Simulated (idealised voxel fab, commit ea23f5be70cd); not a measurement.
Name of the process module below: voxel ribs on slabs
The cross-section on display is named cut; it measures 155 nm wide, and its cells are 5 nm squares.
Cross-section layout: square cells on a grid; listed as bands, top to bottom; a band spans one or more cell rows.
Band: top and bottom heights (nm) first, top before bottom; then materials from left to right, widths in nm. "everywhere" marks a sole material filling the band edge to edge. "blank" denotes empty space.
Note: height 0 marks the level under which the wafer is uniformly one material as received. Lowest band unbounded below, written "top 0, no bottom".
Graded width ("30..40"): value in top row of band = first number; value in bottom row = second number; row-to-row change constant.
No cell of the cross-section changed in a step that is given as "nothing got changed".
In "Closed void list" the enclosed voids are listed, meaning empty spaces of 8 cells or larger without any opening to the top. The form is width x height at distance, distance from the left edge, units nm.
Whatever follows a step's settings on its line is a remark the simulator itself makes about that step.
The "overlay nm" setting may appear on a step's line; for a step that uses a mask, it gives how far to the right of its planned position the mask lay, and a negative value indicates the left.
Below is the list of planned process steps
1: RECEIVE,material Si
2: DIRECTIONAL_DEP,material SiO2,thk nm 25
3: DIRECTIONAL_DEP,material SiN,thk nm 25
4: DIRECTIONAL_DEP,material aC,thk nm 10
5: PATTERN,tone cover,mask id RIB,material resist,width nm 25,thk nm 25,overlay nm 0
6: DIRECTIONAL_ETCH,etch materials aC,depth nm 10
7: STRIP,etch materials resist
8: DIRECTIONAL_ETCH,etch materials SiN,depth nm 5
9: STRIP,etch materials aC
10: PATTERN,tone cover,mask id SLAB,material resist,width nm 65,thk nm 15,overlay nm 0
11: DIRECTIONAL_ETCH,etch materials SiN,depth nm 20
12: STRIP,etch materials resist
13: FILL_DEP,material SiO2,thk nm 20
14: CMP,height nm 65
15: DIRECTIONAL_DEP,material TiN,thk nm 10
16: DIRECTIONAL_DEP,material aC,thk nm 10
17: PATTERN,tone cover,mask id HEATER,material resist,width nm 35,thk nm 25,overlay nm 0
18: DIRECTIONAL_ETCH,etch materials aC,depth nm 10
19: STRIP,etch materials resist
20: DIRECTIONAL_ETCH,etch materials TiN,depth nm 10
21: STRIP,etch materials aC
22: CONFORMAL_DEP,material SiO2,thk nm 5
The first of the two wafers, which ran as planned
Incoming wafer, cross-sectional view, post step 1
- top 0, no bottom | Si everywhere
- Closed void list: none
After step 2: wafer cross-section
- top 25, bottom 0 | SiO2 everywhere
- Rest of section, below 0: as before.
After step 3: wafer cross-section
- top 50, bottom 25 | SiN everywhere
- Rest of section, below 25: as before.
After step 4: wafer cross-section
- top 60, bottom 50 | aC everywhere
- Rest of section, below 50: as before.
After step 5: wafer cross-section
- top 85, bottom 60 | blank (65)  resist (25)  blank (65)
- Rest of section, below 60: as before.
After step 6: wafer cross-section
- top 75, bottom 60 | blank (65)  resist (25)  blank (65)
- top 60, bottom 50 | blank (65)  aC (25)  blank (65)
- Rest of section, below 50: as before.
After step 7: wafer cross-section
- top 60, bottom 50 | blank (65)  aC (25)  blank (65)
- Rest of section, below 50: as before.
After step 8: wafer cross-section
- top 60, bottom 50 | blank (65)  aC (25)  blank (65)
- top 50, bottom 45 | blank (65)  SiN (25)  blank (65)
- Rest of section, below 45: as before.
After step 9: wafer cross-section
- top 50, bottom 45 | blank (65)  SiN (25)  blank (65)
- Rest of section, below 45: as before.
After step 10: wafer cross-section
- top 65, bottom 50 | blank (45)  resist (65)  blank (45)
- top 50, bottom 45 | blank (45)  resist (20)  SiN (25)  resist (20)  blank (45)
- Rest of section, below 45: as before.
After step 11: wafer cross-section
- top 65, bottom 50 | blank (45)  resist (65)  blank (45)
- top 50, bottom 45 | blank (45)  resist (20)  SiN (25)  resist (20)  blank (45)
- top 45, bottom 25 | blank (45)  SiN (65)  blank (45)
- Rest of section, below 25: as before.
After step 12: wafer cross-section
- top 50, bottom 45 | blank (65)  SiN (25)  blank (65)
- Rest of section, below 45: as before.
After step 13: wafer cross-section
- top 70, bottom 50 | SiO2 everywhere
- top 50, bottom 45 | SiO2 (65)  SiN (25)  SiO2 (65)
- top 45, bottom 25 | SiO2 (45)  SiN (65)  SiO2 (45)
- Rest of section, below 25: as before.
After step 14: wafer cross-section
- top 65, bottom 50 | SiO2 everywhere
- Rest of section, below 50: as before.
After step 15: wafer cross-section
- top 75, bottom 65 | TiN everywhere
- Rest of section, below 65: as before.
After step 16: wafer cross-section
- top 85, bottom 75 | aC everywhere
- Rest of section, below 75: as before.
After step 17: wafer cross-section
- top 110, bottom 85 | blank (60)  resist (35)  blank (60)
- Rest of section, below 85: as before.
After step 18: wafer cross-section
- top 100, bottom 85 | blank (60)  resist (35)  blank (60)
- top 85, bottom 75 | blank (60)  aC (35)  blank (60)
- Rest of section, below 75: as before.
After step 19: wafer cross-section
- top 85, bottom 75 | blank (60)  aC (35)  blank (60)
- Rest of section, below 75: as before.
After step 20: wafer cross-section
- top 85, bottom 75 | blank (60)  aC (35)  blank (60)
- top 75, bottom 65 | blank (60)  TiN (35)  blank (60)
- Rest of section, below 65: as before.
After step 21: wafer cross-section
- top 75, bottom 65 | blank (60)  TiN (35)  blank (60)
- Rest of section, below 65: as before.
After step 22: wafer cross-section
- top 80, bottom 75 | blank (55)  SiO2 (45)  blank (55)
- top 75, bottom 70 | blank (55)  SiO2 (5)  TiN (35)  SiO2 (5)  blank (55)
- top 70, bottom 65 | SiO2 (60)  TiN (35)  SiO2 (60)
- Rest of section, below 65: as before.
Wafer two: like wafer one in start and plan, but with one mistake in execution; identical up to and including step 16
Cross-section of the second wafer at the time step 17 of the plan should have ended
- top 110, bottom 85 | blank (55)  resist (35)  blank (65)
- Rest of section, below 85: as before.
Cross-section of the second wafer at the time step 18 of the plan should have ended
- top 100, bottom 85 | blank (55)  resist (35)  blank (65)
- top 85, bottom 75 | blank (55)  aC (35)  blank (65)
- Rest of section, below 75: as before.
Cross-section of the second wafer at the time step 19 of the plan should have ended
- top 85, bottom 75 | blank (55)  aC (35)  blank (65)
- Rest of section, below 75: as before.
Cross-section of the second wafer at the time step 20 of the plan should have ended
- top 85, bottom 75 | blank (55)  aC (35)  blank (65)
- top 75, bottom 65 | blank (55)  TiN (35)  blank (65)
- Rest of section, below 65: as before.
Cross-section of the second wafer at the time step 21 of the plan should have ended
- top 75, bottom 65 | blank (55)  TiN (35)  blank (65)
- Rest of section, below 65: as before.
Cross-section of the second wafer at the time step 22 of the plan should have ended
- top 80, bottom 75 | blank (50)  SiO2 (45)  blank (60)
- top 75, bottom 70 | blank (50)  SiO2 (5)  TiN (35)  SiO2 (5)  blank (60)
- top 70, bottom 65 | SiO2 (55)  TiN (35)  SiO2 (65)
- Rest of section, below 65: as before.
Misprocessing identified: step 17 did not use the planned setting and instead ran as PATTERN,tone cover,mask id HEATER,material resist,width nm 35,thk nm 25,overlay nm -5
Upon completion, the cell count for each material on the second wafer equals that on the first, whereas the spatial distribution of those cells differs.
